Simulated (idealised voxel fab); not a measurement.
Name of the process module below: voxel capacitor over wiring
FYI the section here is cut, 210 nm wide, cells are 5 nm squares.
Just so we're on the same page, the cross-sections are grids of square cells, and they're listed out in bands top to bottom, each band one or more rows deep.
Top height, bottom height, nm. Materials left to right, width each, nm. Single material + "throughout" = fills band edge to edge. "blank" = empty.
Height is counted from the level 0, under which the received wafer is composed throughout of one material. The lowest of the bands is not closed at the bottom but continues downward, in the notation "z 0 and below".
Width "30 to 40": first value at the band's top row of cells, second value at its bottom row, equal change from row to row.
"left unchanged" after a step means that no cell of the cross-section changed.
If an empty space has no open way to the top and is at least 8 cells in size, "Voids, sealed" lists it, written width x height at distance, where distance is measured from the left edge and every value is in nm.
Heads up: the bit after the settings on a step's line is the simulator's remark on that step.
Among the settings permitted on a step's line is "overlay nm"; applied to a step with a mask, it specifies the extent to which the mask lay to the right of its planned position, whereas a negative figure signifies a position to the left.

These are the steps we planned for the process
| 1 | RECEIVE | material Si |
| 2 | CONFORMAL_DEP | material SiO2 | thk nm 10 |
| 3 | CONFORMAL_DEP | material SiCN | thk nm 5 |
| 4 | DIRECTIONAL_DEP | material lowk | thk nm 15 |
| 5 | MASKED_ETCH | tone open | mask id METAL_1 | width nm 30 | pitch nm 95 | etch materials lowk | depth nm 15 | overlay nm 0 |
| 6 | MASKED_ETCH | tone open | mask id METAL_1 | width nm 30 | pitch nm 95 | etch materials SiCN | depth nm 5 | overlay nm 0 |
| 7 | CONFORMAL_DEP | material TiN | thk nm 5 |
| 8 | FILL_DEP | material Ru | thk nm 5 |
| 9 | CMP | height nm 30 |
| 10 | CONFORMAL_DEP | material SiCN | thk nm 5 |
| 11 | DIRECTIONAL_DEP | material lowk | thk nm 15 |
| 12 | PATTERN | tone open | mask id PLUG_1 | material resist | width nm 15 | thk nm 15 | overlay nm 0 |
| 13 | DIRECTIONAL_ETCH | etch materials lowk | depth nm 15 |
| 14 | DIRECTIONAL_ETCH | etch materials SiCN | depth nm 5 |
| 15 | STRIP | etch materials resist |
| 16 | CONFORMAL_DEP | material TiN | thk nm 5 |
| 17 | FILL_DEP | material Ru | thk nm 10 |
| 18 | CMP | height nm 50 |
| 19 | DIRECTIONAL_DEP | material TiN | thk nm 5 |
| 20 | DIRECTIONAL_DEP | material Al2O3 | thk nm 5 |
| 21 | DIRECTIONAL_DEP | material TiN | thk nm 5 |
| 22 | PATTERN | tone cover | mask id UPPER_PLATE | material resist | width nm 70 | thk nm 20 | overlay nm 0 |
| 23 | DIRECTIONAL_ETCH | etch materials TiN | depth nm 5 |
| 24 | DIRECTIONAL_ETCH | etch materials Al2O3 | depth nm 5 |
| 25 | STRIP | etch materials resist |
| 26 | MASKED_ETCH | tone cover | mask id LOWER_PLATE | width nm 70 | etch materials TiN | depth nm 5 | overlay nm 0 |
| 27 | FILL_DEP | material SiO2 | thk nm 15 |
| 28 | CMP | height nm 75 |
| 29 | MASKED_ETCH | tone open | mask id PLUG_2 | width nm 15 | etch materials SiO2 | depth nm 10 | overlay nm 0 |
| 30 | CONFORMAL_DEP | material TiN | thk nm 5 |
| 31 | FILL_DEP | material W | thk nm 10 |
| 32 | CMP | height nm 75 |
| 33 | CONFORMAL_DEP | material SiCN | thk nm 5 |
Keep in mind the plan's value for the width nm of step 26 comes from the first wafer; the wafers don't share that setting, but they do share the same starting point.

Cross-section of the first of several wafers on receipt, reflecting completion of step 1
> z 0 and below: Si throughout
> Voids, sealed: none

Take a look at the first of several wafers in cross-section: the module is done, and step 33 was its last step
> z 80 to 75: SiCN throughout
> z 75 to 70: SiO2=65; TiN=5; W=5; TiN=5; SiO2=130
> z 70 to 60: SiO2=65 to 55; TiN=15 to 70; SiO2=130 to 85
> z 60 to 55: SiO2=55; Al2O3=70; SiO2=85
> z 55 to 50: SiO2=55; TiN=70; SiO2=85
> z 50 to 35: lowk=55; TiN=5; Ru=5; TiN=5; lowk=140
> z 35 to 30: SiCN=55; TiN=15; SiCN=140
> z 30 to 15: lowk=40; TiN=5; Ru=20; TiN=5; lowk=65; TiN=5; Ru=20; TiN=5; lowk=45
> z 15 to 10: SiCN=40; TiN=30; SiCN=65; TiN=30; SiCN=45
> z 10 to 0: SiO2 throughout
> z 0 and below: Si throughout
> Voids, sealed: none

Final wafer cross-section at module end
> z 80 to 75: SiCN throughout
> z 75 to 70: SiO2=65; TiN=5; W=5; TiN=5; SiO2=130
> z 70 to 60: SiO2=65 to 55; TiN=15 to 70; SiO2=130 to 85
> z 60 to 55: SiO2=55; Al2O3=70; SiO2=85
> z 55 to 50: SiO2=45; TiN=95; SiO2=70
> z 50 to 35: lowk=55; TiN=5; Ru=5; TiN=5; lowk=140
> z 35 to 30: SiCN=55; TiN=15; SiCN=140
> z 30 to 15: lowk=40; TiN=5; Ru=20; TiN=5; lowk=65; TiN=5; Ru=20; TiN=5; lowk=45
> z 15 to 10: SiCN=40; TiN=30; SiCN=65; TiN=30; SiCN=45
> z 10 to 0: SiO2 throughout
> z 0 and below: Si throughout
> Voids, sealed: none

For your reference, the table is organized with a row per wafer; each row reflects the wafer at the end of the module, indicating for each material the cells gained (+) or lost (-) since receipt, and thereafter its closed voids
width nm 70 | +14 Al2O3 | +27 Ru | +111 SiCN | +246 SiO2 | +66 TiN | +1 W | +207 lowk | Voids, sealed: none
width nm 75 | +14 Al2O3 | +27 Ru | +111 SiCN | +245 SiO2 | +67 TiN | +1 W | +207 lowk | Voids, sealed: none
width nm 80 | +14 Al2O3 | +27 Ru | +111 SiCN | +244 SiO2 | +68 TiN | +1 W | +207 lowk | Voids, sealed: none
width nm 85 | +14 Al2O3 | +27 Ru | +111 SiCN | +243 SiO2 | +69 TiN | +1 W | +207 lowk | Voids, sealed: none
width nm 90 | +14 Al2O3 | +27 Ru | +111 SiCN | +242 SiO2 | +70 TiN | +1 W | +207 lowk | Voids, sealed: none
width nm 95 | +14 Al2O3 | +27 Ru | +111 SiCN | +241 SiO2 | +71 TiN | +1 W | +207 lowk | Voids, sealed: none
